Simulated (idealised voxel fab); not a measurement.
process module | voxel self aligned contacts
cross-section cut | 150 nm wide | cells 5 nm
A cross-section is a grid of square cells, given in bands from the top down. A band is one or more rows of cells.
Each band's line starts with the height of the band's top and of its bottom, in nm. Then come its materials from left to right, each with its width in nm. One material with "throughout" fills the band from edge to edge. "air" is empty space.
Height 0 is the level under which the wafer as received is all one material. The lowest band goes on downwards, as in "0 down".
A width such as "30 to 40" changes by the same amount from each row of cells to the next, from the band's top row to its bottom row.
"no change" after a step means that no cell of the cross-section changed.
closed voids: empty space of 8 cells or more with no open way to the top, each as width x height at its distance from the left edge, in nm
after a step's settings: what the simulator itself notes on the step
overlay nm, on a step with a mask: how far to the right of its planned place the mask lay; to the left if negative
plan
1 op RECEIVE | material Si
2 op OXIDIZE | depth nm 5
3 op DIRECTIONAL_DEP | material polySi | thk nm 20
4 op DIRECTIONAL_DEP | material SiN | thk nm 20
5 op MASKED_ETCH | tone cover | mask id GATE | width nm 35 | pitch nm 80 | etch materials SiN | depth nm 20 | overlay nm 0
6 op MASKED_ETCH | tone cover | mask id GATE | width nm 35 | pitch nm 80 | etch materials polySi | depth nm 20 | overlay nm 0
7 op CONFORMAL_DEP | material SiN | thk nm 10
8 op DIRECTIONAL_ETCH | etch materials SiN | depth nm 10
9 op FILL_DEP | material SiO2 | thk nm 10
10 op CMP | height nm 45
11 op DIRECTIONAL_DEP | material aC | thk nm 10
12 op PATTERN | tone open | mask id CONTACT | material resist | width nm 65 | thk nm 30 | overlay nm 0
13 op DIRECTIONAL_ETCH | etch materials aC | depth nm 10
14 op STRIP | etch materials resist
15 op DIRECTIONAL_ETCH | etch materials SiO2 | depth nm 50
16 op STRIP | etch materials aC
17 op CONFORMAL_DEP | material TiN | thk nm 5
18 op FILL_DEP | material W | thk nm 10
19 op CMP | height nm 45
20 op CONFORMAL_DEP | material SiN | thk nm 5
as received, after step 1
  0 down: Si throughout
  closed voids: none
a wafer at the end: this start, this plan, one mistake
  50 to 45: SiN throughout
  45 to 40: SiO2 40 | TiN 65 | SiO2 45
  40 to 20: SiN 25 | SiO2 15 | SiN 65 | SiO2 15 | SiN 30
  20 to 0: polySi throughout
  0 to -5: SiO2 throughout
  -5 down: Si throughout
  closed voids: none
what went wrong: step 5 ran as: op MASKED_ETCH | tone open | mask id GATE | width nm 35 | pitch nm 80 | etch materials SiN | depth nm 20 | overlay nm 0
